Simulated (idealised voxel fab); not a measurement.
Proc. module: voxel ribs on slabs
The cross-section on display is named cut; it measures 145 nm wide, and its cells are 5 nm squares.
A cross-section is a grid of square cells, given in bands from the top down. A band is one or more rows of cells. Quick guide to a band line: top height, bottom height (nm) up front; then every material left to right with its width in nm. Only one material and it's marked "throughout"? Then it fills the band edge to edge. And "blank" just means empty space. Height reference: 0 = level under which incoming wafer is all one material. Lowest band: no bottom, runs on downward, e.g. "0 down". Graded width ("30->40"): value in top row of band = first number; value in bottom row = second number; row-to-row change constant. For the purposes of this document, the phrase "changes: none" attached to a step denotes that no cell within the cross-section was modified by that step. In "Fully sealed cavities" the enclosed voids are listed, meaning empty spaces of 8 cells or larger without any opening to the top. The form is width x height at distance, distance from the left edge, units nm. It should be noted that, on the line of a given step, the content following the step's settings is a remark produced by the simulator itself with respect to that step. You can add "overlay nm" to a step's line. For a step with a mask, it describes how far the mask lay to the right of its planned position, and a negative number describes a lay to the left.

## Intended process steps
1. RECEIVE: material Si
2. DIRECTIONAL_DEP: material SiO2, thk nm 25
3. DIRECTIONAL_DEP: material polySi, thk nm 15
4. DIRECTIONAL_DEP: material aC, thk nm 10
5. PATTERN: tone cover, mask id RIB, material resist, width nm 15, thk nm 30, overlay nm 0
6. DIRECTIONAL_ETCH: etch materials aC, depth nm 10
7. STRIP: etch materials resist
8. DIRECTIONAL_ETCH: etch materials polySi, depth nm 10
9. STRIP: etch materials aC
10. MASKED_ETCH: tone cover, mask id SLAB, width nm 55, etch materials polySi, depth nm 5, overlay nm 0
11. FILL_DEP: material SiO2, thk nm 25
12. CMP: height nm 55
13. DIRECTIONAL_DEP: material TiN, thk nm 10
14. PATTERN: tone cover, mask id HEATER, material resist, width nm 25, thk nm 20, overlay nm 0
15. DIRECTIONAL_ETCH: etch materials TiN, depth nm 10
16. STRIP: etch materials resist
17. CONFORMAL_DEP: material SiO2, thk nm 5

## So, the first of our two wafers, run just as we planned it

## Received-state cross-section, reflecting completion of step 1
  0 down  Si throughout
  Fully sealed cavities: none

## Step 2 complete: cross-section through the wafer
  25 to 0  SiO2 throughout
  Heights below 0 show no change.

## Step 3 complete: cross-section through the wafer
  40 to 25  polySi throughout
  Heights below 25 show no change.

## Step 4 complete: cross-section through the wafer
  50 to 40  aC throughout
  Heights below 40 show no change.

## Step 5 complete: cross-section through the wafer
  80 to 50  blank=65; resist=15; blank=65
  Heights below 50 show no change.

## Step 6 complete: cross-section through the wafer
  70 to 50  blank=65; resist=15; blank=65
  50 to 40  blank=65; aC=15; blank=65
  Heights below 40 show no change.

## Step 7 complete: cross-section through the wafer
  50 to 40  blank=65; aC=15; blank=65
  Heights below 40 show no change.

## Step 8 complete: cross-section through the wafer
  50 to 40  blank=65; aC=15; blank=65
  40 to 30  blank=65; polySi=15; blank=65
  Heights below 30 show no change.

## Step 9 complete: cross-section through the wafer
  40 to 30  blank=65; polySi=15; blank=65
  Heights below 30 show no change.

## Step 10 complete: cross-section through the wafer
  40 to 30  blank=65; polySi=15; blank=65
  30 to 25  blank=45; polySi=55; blank=45
  Heights below 25 show no change.

## Step 11 complete: cross-section through the wafer
  65 to 40  SiO2 throughout
  40 to 30  SiO2=65; polySi=15; SiO2=65
  30 to 25  SiO2=45; polySi=55; SiO2=45
  Heights below 25 show no change.

## Step 12 complete: cross-section through the wafer
  55 to 40  SiO2 throughout
  Heights below 40 show no change.

## Step 13 complete: cross-section through the wafer
  65 to 55  TiN throughout
  Heights below 55 show no change.

## Step 14 complete: cross-section through the wafer
  85 to 65  blank=60; resist=25; blank=60
  Heights below 65 show no change.

## Step 15 complete: cross-section through the wafer
  85 to 65  blank=60; resist=25; blank=60
  65 to 55  blank=60; TiN=25; blank=60
  Heights below 55 show no change.

## Step 16 complete: cross-section through the wafer
  65 to 55  blank=60; TiN=25; blank=60
  Heights below 55 show no change.

## Step 17 complete: cross-section through the wafer
  70 to 65  blank=55; SiO2=35; blank=55
  65 to 60  blank=55; SiO2=5; TiN=25; SiO2=5; blank=55
  60 to 55  SiO2=60; TiN=25; SiO2=60
  Heights below 55 show no change.

## Second wafer, same starting conditions and recipe as the first, one mistake in executing it, nothing differs from the first up to and including step 4

## Second wafer profile in section, at the moment step 5 of the plan was meant to be complete
  80 to 50  blank=65; resist=20; blank=60
  Heights below 50 show no change.

## Second wafer profile in section, at the moment step 6 of the plan was meant to be complete
  70 to 50  blank=65; resist=20; blank=60
  50 to 40  blank=65; aC=20; blank=60
  Heights below 40 show no change.

## Second wafer profile in section, at the moment step 7 of the plan was meant to be complete
  50 to 40  blank=65; aC=20; blank=60
  Heights below 40 show no change.

## Second wafer profile in section, at the moment step 8 of the plan was meant to be complete
  50 to 40  blank=65; aC=20; blank=60
  40 to 30  blank=65; polySi=20; blank=60
  Heights below 30 show no change.

## Second wafer profile in section, at the moment step 9 of the plan was meant to be complete
  40 to 30  blank=65; polySi=20; blank=60
  Heights below 30 show no change.

## Second wafer profile in section, at the moment step 10 of the plan was meant to be complete
  40 to 30  blank=65; polySi=20; blank=60
  30 to 25  blank=45; polySi=55; blank=45
  Heights below 25 show no change.

## Second wafer profile in section, at the moment step 11 of the plan was meant to be complete
  65 to 40  SiO2 throughout
  40 to 30  SiO2=65; polySi=20; SiO2=60
  30 to 25  SiO2=45; polySi=55; SiO2=45
  Heights below 25 show no change.

## Second wafer profile in section, at the moment step 12 of the plan was meant to be complete
  55 to 40  SiO2 throughout
  Heights below 40 show no change.

## Second wafer profile in section, at the moment step 13 of the plan was meant to be complete
  65 to 55  TiN throughout
  Heights below 55 show no change.

## Second wafer profile in section, at the moment step 14 of the plan was meant to be complete
  85 to 65  blank=60; resist=25; blank=60
  Heights below 65 show no change.

## Second wafer profile in section, at the moment step 15 of the plan was meant to be complete
  85 to 65  blank=60; resist=25; blank=60
  65 to 55  blank=60; TiN=25; blank=60
  Heights below 55 show no change.

## Second wafer profile in section, at the moment step 16 of the plan was meant to be complete
  65 to 55  blank=60; TiN=25; blank=60
  Heights below 55 show no change.

## Second wafer profile in section, at the moment step 17 of the plan was meant to be complete
  70 to 65  blank=55; SiO2=35; blank=55
  65 to 60  blank=55; SiO2=5; TiN=25; SiO2=5; blank=55
  60 to 55  SiO2=60; TiN=25; SiO2=60
  Heights below 55 show no change.
The plan and the run diverged here: heads up, step 5 didn't go per plan, it actually ran as PATTERN: tone cover, mask id RIB, material resist, width nm 20, thk nm 30, overlay nm 0
Final tally in cells, some materials are higher or lower on the second wafer than on the first: SiO2: 2 fewer | polySi: 2 more
